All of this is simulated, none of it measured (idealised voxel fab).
The following is a process module called voxel capacitor over wiring.
The figure presents cross-section cut, which has a width of 185 nm and is divided into square cells with an edge length of 5 nm.
Heads up, the way a cross-section reads in here is a grid of square cells, handed over as bands from the top down, with every band being one or more rows of cells.
The band entry comprises the height of the band's top followed by the height of its bottom, expressed in nm, and subsequently the band's materials from left to right, each stated together with its width in nm. Where a single material is marked with the word "everywhere", that material fills the band from edge to edge. The word "blank" represents empty space.
Beneath 0, the wafer as received is one material, and that level is where height counting begins. The lowest band goes on downward without a bottom; it is written like "0 and below".
A width given as "30 to 40" starts at the first number in the band's top row and ends at the second number in its bottom row, shifting by an equal amount at every step from row to row.
Step marked "no modifications"? Then no cell in the cross-section changed in it.
Reported under the label "Sealed void listing" are the empty spaces having no open way to the top and comprising 8 cells or more; the notation for each is width x height at distance, in which the distance is measured from the left edge and all three values are in nm.
Text after the settings on a step's line: the simulator's own remark on that step.
A step line may carry the setting "overlay nm", which, for steps involving a mask, states the distance by which the mask lay to the right of its intended position; negative values denote displacement to the left.

The planned process steps are enumerated hereunder
- 1: RECEIVE (material Si)
- 2: CONFORMAL_DEP (material SiO2; thk nm 10)
- 3: DIRECTIONAL_DEP (material TiN; thk nm 5)
- 4: DIRECTIONAL_DEP (material Ru; thk nm 15)
- 5: PATTERN (tone cover; mask id METAL_1; material resist; width nm 20; pitch nm 80; thk nm 15; overlay nm 0)
- 6: DIRECTIONAL_ETCH (etch materials Ru; depth nm 15)
- 7: DIRECTIONAL_ETCH (etch materials TiN; depth nm 5)
- 8: STRIP (etch materials resist)
- 9: FILL_DEP (material lowk; thk nm 10)
- 10: CMP (height nm 30)
- 11: CONFORMAL_DEP (material SiCN; thk nm 5)
- 12: DIRECTIONAL_DEP (material SiO2; thk nm 10)
- 13: DIRECTIONAL_DEP (material aC; thk nm 10)
- 14: PATTERN (tone open; mask id PLUG_1; material resist; width nm 15; thk nm 30; overlay nm 0)
- 15: DIRECTIONAL_ETCH (etch materials aC; depth nm 10)
- 16: STRIP (etch materials resist)
- 17: DIRECTIONAL_ETCH (etch materials SiO2; depth nm 10)
- 18: DIRECTIONAL_ETCH (etch materials SiCN; depth nm 5)
- 19: STRIP (etch materials aC)
- 20: EPI (material Ru; thk nm 10)
- 21: EPI (material Ru; thk nm 5)
- 22: DIRECTIONAL_DEP (material TiN; thk nm 5)
- 23: DIRECTIONAL_DEP (material SiN; thk nm 5)
- 24: DIRECTIONAL_DEP (material TiN; thk nm 10)
- 25: DIRECTIONAL_DEP (material aC; thk nm 15)
- 26: PATTERN (tone cover; mask id UPPER_PLATE; material resist; width nm 65; thk nm 30; overlay nm 0)
- 27: DIRECTIONAL_ETCH (etch materials aC; depth nm 15)
- 28: STRIP (etch materials resist)
- 29: DIRECTIONAL_ETCH (etch materials TiN; depth nm 10)
- 30: DIRECTIONAL_ETCH (etch materials SiN; depth nm 5)
- 31: STRIP (etch materials aC)
- 32: PATTERN (tone cover; mask id LOWER_PLATE; material resist; width nm 75; thk nm 15; overlay nm 0)
- 33: DIRECTIONAL_ETCH (etch materials TiN; depth nm 5)
- 34: STRIP (etch materials resist)
- 35: FILL_DEP (material SiO2; thk nm 20)
- 36: CMP (height nm 80)
- 37: PATTERN (tone open; mask id PLUG_2; material resist; width nm 15; thk nm 15; overlay nm 0)
- 38: DIRECTIONAL_ETCH (etch materials SiO2; depth nm 15)
- 39: STRIP (etch materials resist)
- 40: CONFORMAL_DEP (material TiN; thk nm 5)
- 41: FILL_DEP (material W; thk nm 5)
- 42: CMP (height nm 80)
- 43: CONFORMAL_DEP (material SiN; thk nm 5)

Delivered wafer in cross-section: state after step 1
0 and below  Si everywhere
Sealed void listing: none

Cross-section, first of two wafers, end of module, run as planned
85 down to 80  SiN everywhere
80 down to 70  SiO2 55 nm, TiN 5 nm, W 5 nm, TiN 5 nm, SiO2 115 nm
70 down to 65  SiO2 55 nm, TiN 15 nm, SiO2 115 nm
65 down to 55  SiO2 45 nm, TiN 65 nm, SiO2 75 nm
55 down to 50  SiO2 45 nm, SiN 65 nm, SiO2 75 nm
50 down to 45  SiO2 40 nm, TiN 75 nm, SiO2 70 nm
45 down to 35  SiO2 45 nm, Ru 15 nm, SiO2 125 nm
35 down to 30  SiCN 45 nm, Ru 15 nm, SiCN 125 nm
30 down to 15  lowk 40 nm, Ru 20 nm, lowk 60 nm, Ru 20 nm, lowk 45 nm
15 down to 10  lowk 40 nm, TiN 20 nm, lowk 60 nm, TiN 20 nm, lowk 45 nm
10 down to 0  SiO2 everywhere
0 and below  Si everywhere
Sealed void listing: none

Second wafer through the module, sectioned at the end: same beginning and same plan as the first wafer, with one mistake in carrying it out
85 down to 80  SiN everywhere
80 down to 70  SiO2 55 nm, TiN 5 nm, W 5 nm, TiN 5 nm, SiO2 115 nm
70 down to 65  SiO2 55 nm, TiN 15 nm, SiO2 115 nm
65 down to 55  SiO2 45 nm, TiN 15 nm, SiO2 45 nm, TiN 5 nm, SiO2 75 nm
55 down to 50  SiO2 45 nm, SiN 15 nm, SiO2 45 nm, SiN 5 nm, SiO2 75 nm
50 down to 45  SiO2 40 nm, TiN 75 nm, SiO2 70 nm
45 down to 40  SiO2 25 nm, Ru 20 nm, SiO2 15 nm, TiN 45 nm, Ru 50 nm, SiO2 30 nm
40 down to 35  SiO2 25 nm, Ru 20 nm, SiO2 15 nm, SiN 45 nm, Ru 50 nm, SiO2 30 nm
35 down to 30  SiO2 25 nm, Ru 20 nm, SiCN 15 nm, TiN 45 nm, Ru 50 nm, SiO2 30 nm
30 down to 15  lowk 40 nm, Ru 20 nm, lowk 60 nm, Ru 20 nm, lowk 45 nm
15 down to 10  lowk 40 nm, TiN 20 nm, lowk 60 nm, TiN 20 nm, lowk 45 nm
10 down to 0  SiO2 everywhere
0 and below  Si everywhere
Sealed void listing: none
Heads up, the wafer didn't run the way we planned it: step 14 ran differently from the plan; actual operation with settings: PATTERN (tone cover; mask id PLUG_1; material resist; width nm 15; thk nm 30; overlay nm 0)
End check, counted in cells, second wafer has more or fewer of these materials than the first: +33 Ru; -31 SiCN; -2 SiO2
